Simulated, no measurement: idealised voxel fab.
process module | voxel plated lines
cross-section cut | 190 nm wide | cells 5 nm
A cross-section is a grid of square cells, given in bands from the top down. A band is one or more rows of cells.
Each band's line starts with the height of the band's top and of its bottom, in nm. Then come its materials from left to right, each with its width in nm. One material with "throughout" fills the band from edge to edge. "air" is empty space.
Height 0 is the level under which the wafer as received is all one material. The lowest band goes on downwards, as in "0 down".
A width such as "30 to 40" changes by the same amount from each row of cells to the next, from the band's top row to its bottom row.
"no change" after a step means that no cell of the cross-section changed.
closed voids: empty space of 8 cells or more with no open way to the top, each as width x height at its distance from the left edge, in nm
after a step's settings: what the simulator itself notes on the step
overlay nm, on a step with a mask: how far to the right of its planned place the mask lay; to the left if negative
plan
1 op RECEIVE | material Si
2 op CONFORMAL_DEP | material Al2O3 | thk nm 5
3 op DIRECTIONAL_DEP | material TiN | thk nm 5
4 op PATTERN | tone open | mask id LINES | material resist | width nm 20 | pitch nm 35 | thk nm 15 | overlay nm 0
5 op EPI | material Ru | thk nm 5
6 op STRIP | etch materials resist
7 op DIRECTIONAL_ETCH | etch materials TiN | depth nm 5
8 op CONFORMAL_DEP | material SiN | thk nm 10
first wafer, as planned
as received, after step 1
  0 down: Si throughout
  closed voids: none
after step 2
  5 to 0: Al2O3 throughout
  below 0: unchanged
after step 3
  10 to 5: TiN throughout
  below 5: unchanged
after step 4
  25 to 10: resist 30 | air 20 | resist 15 | air 20 | resist 15 | air 20 | resist 15 | air 20 | resist 35
  below 10: unchanged
after step 5
  25 to 15: resist 30 | air 20 | resist 15 | air 20 | resist 15 | air 20 | resist 15 | air 20 | resist 35
  15 to 10: resist 30 | Ru 20 | resist 15 | Ru 20 | resist 15 | Ru 20 | resist 15 | Ru 20 | resist 35
  below 10: unchanged
after step 6
  15 to 10: air 30 | Ru 20 | air 15 | Ru 20 | air 15 | Ru 20 | air 15 | Ru 20 | air 35
  below 10: unchanged
after step 7
  15 to 10: air 30 | Ru 20 | air 15 | Ru 20 | air 15 | Ru 20 | air 15 | Ru 20 | air 35
  10 to 5: air 30 | TiN 20 | air 15 | TiN 20 | air 15 | TiN 20 | air 15 | TiN 20 | air 35
  below 5: unchanged
after step 8
  25 to 15: air 20 | SiN 145 | air 25
  15 to 10: SiN 30 | Ru 20 | SiN 15 | Ru 20 | SiN 15 | Ru 20 | SiN 15 | Ru 20 | SiN 35
  10 to 5: SiN 30 | TiN 20 | SiN 15 | TiN 20 | SiN 15 | TiN 20 | SiN 15 | TiN 20 | SiN 35
  below 5: unchanged
second wafer: like start, like plan, one mistake. Through step 6 it matches the first wafer
when step 7 should have ended
  15 to 10: air 30 | Ru 20 | air 15 | Ru 20 | air 15 | Ru 20 | air 15 | Ru 20 | air 35
  10 to 5: air 30 | TiN 20 | air 15 | TiN 20 | air 15 | TiN 20 | air 15 | TiN 20 | air 35
  below 5: unchanged
when step 8 should have ended
  25 to 15: air 20 | SiN 145 | air 25
  15 to 10: SiN 30 | Ru 20 | SiN 15 | Ru 20 | SiN 15 | Ru 20 | SiN 15 | Ru 20 | SiN 35
  10 to 5: SiN 30 | TiN 20 | SiN 15 | TiN 20 | SiN 15 | TiN 20 | SiN 15 | TiN 20 | SiN 35
  below 5: unchanged
what went wrong: step 7 was run twice
at the end the two cross-sections are the same: no effect in what this model computes
